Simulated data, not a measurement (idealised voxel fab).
Process module, titled voxel gate over fins
Section shown: cut. Width: 140 nm. Cell size: 5 nm, square.
The cross-sections in this document take the form of a grid made of square cells. They are written out as bands, in order from top to bottom. Each band consists of one or more rows of cells.
Read a band's entry like this: the first values are the height of its top and the height of its bottom in nm, and what follows is the sequence of materials from left to right, each with its width in nm. Note that "air" is empty space, and that a single material marked "throughout" reaches across the band from edge to edge.
Height 0 is the level under which the wafer as received is all one material. The lowest band goes on downwards, as in "0 nm and below".
A width given as "30 to 40" starts at the first number in the band's top row and ends at the second number in its bottom row, shifting by an equal amount at every step from row to row.
Where a step carries "nothing altered", the cross-section came out of it unchanged, cell for cell.
What "Internal closed voids" gives you is every empty space of 8 cells or more that is cut off from the top. Each appears as width x height at distance, with the distance taken from the left edge and width, height and distance all in nm.
What comes after the settings on a step's line is commentary from the simulator itself on that step.
Each step line may optionally specify "overlay nm", which for a step with a mask gives the rightward distance between the mask's planned place and where it lay, a negative value indicating the leftward direction.
Below is the list of planned process steps:
1: RECEIVE (material Si)
2: CONFORMAL_DEP (material SiN; thk nm 5)
3: PATTERN (tone cover; mask id FINS; material resist; width nm 15; pitch nm 40; thk nm 20; overlay nm 0)
4: DIRECTIONAL_ETCH (etch materials SiN; depth nm 5)
5: DIRECTIONAL_ETCH (etch materials Si; depth nm 40)
6: STRIP (etch materials resist)
7: FILL_DEP (material SiO2; thk nm 10)
8: CMP (height nm 5)
9: SELECTIVE_ETCH (etch materials SiO2; depth nm 20)
10: STRIP (etch materials SiN)
11: CONFORMAL_DEP (material HfO2; thk nm 5)
12: CONFORMAL_DEP (material TiN; thk nm 5)
13: CONFORMAL_DEP (material TiAl; thk nm 5)
14: CONFORMAL_DEP (material TiN; thk nm 5)
15: FILL_DEP (material W; thk nm 10)
16: CMP (height nm 25)
17: CONFORMAL_DEP (material SiCN; thk nm 5)
Cross-sectional view of the wafer in its as-received condition, corresponding to the state after step 1:
	0 nm and below: Si throughout
	Internal closed voids: none
First of two wafers: cross-section at end of module, run per plan:
	30 nm to 25 nm: SiCN throughout
	25 nm to 20 nm: W throughout
	20 nm to 15 nm: W (20); TiN (95); W (25)
	15 nm to 10 nm: W (20); TiN (5); TiAl (85); TiN (5); W (25)
	10 nm to 5 nm: W (20); TiN (5); TiAl (5); TiN (35); TiAl (5); TiN (35); TiAl (5); TiN (5); W (25)
	5 nm to 0 nm: TiN (25); TiAl (5); TiN (5); HfO2 (25); TiN (5); TiAl (5); TiN (5); HfO2 (25); TiN (5); TiAl (5); TiN (30)
	0 nm to -5 nm: TiAl (30); TiN (5); HfO2 (5); Si (15); HfO2 (5); TiN (5); TiAl (5); TiN (5); HfO2 (5); Si (15); HfO2 (5); TiN (5); TiAl (35)
	-5 nm to -10 nm: TiN (35); HfO2 (5); Si (15); HfO2 (5); TiN (15); HfO2 (5); Si (15); HfO2 (5); TiN (40)
	-10 nm to -15 nm: HfO2 (40); Si (15); HfO2 (25); Si (15); HfO2 (45)
	-15 nm to -40 nm: SiO2 (40); Si (15); SiO2 (25); Si (15); SiO2 (45)
	-40 nm and below: Si throughout
	Internal closed voids: none
Wafer two, end of module, cross-section. Same start, same plan as wafer one. One mistake in the run:
	30 nm to 25 nm: SiCN throughout
	25 nm to 20 nm: W throughout
	20 nm to 15 nm: W (20); SiO2 (95); W (25)
	15 nm to 10 nm: W (20); SiO2 (5); TiAl (85); SiO2 (5); W (25)
	10 nm to 5 nm: W (20); SiO2 (5); TiAl (5); TiN (35); TiAl (5); TiN (35); TiAl (5); SiO2 (5); W (25)
	5 nm to 0 nm: SiO2 (25); TiAl (5); TiN (5); HfO2 (25); TiN (5); TiAl (5); TiN (5); HfO2 (25); TiN (5); TiAl (5); SiO2 (30)
	0 nm to -5 nm: TiAl (30); TiN (5); HfO2 (5); Si (15); HfO2 (5); TiN (5); TiAl (5); TiN (5); HfO2 (5); Si (15); HfO2 (5); TiN (5); TiAl (35)
	-5 nm to -10 nm: TiN (35); HfO2 (5); Si (15); HfO2 (5); TiN (15); HfO2 (5); Si (15); HfO2 (5); TiN (40)
	-10 nm to -15 nm: HfO2 (40); Si (15); HfO2 (25); Si (15); HfO2 (45)
	-15 nm to -40 nm: SiO2 (40); Si (15); SiO2 (25); Si (15); SiO2 (45)
	-40 nm and below: Si throughout
	Internal closed voids: none
What was the processing mistake? step 14 ran as: CONFORMAL_DEP (material SiO2; thk nm 5)
The closing comparison, in cells, has the second wafer with more or fewer of some materials than the first: SiO2: 34 more | TiN: 34 fewer
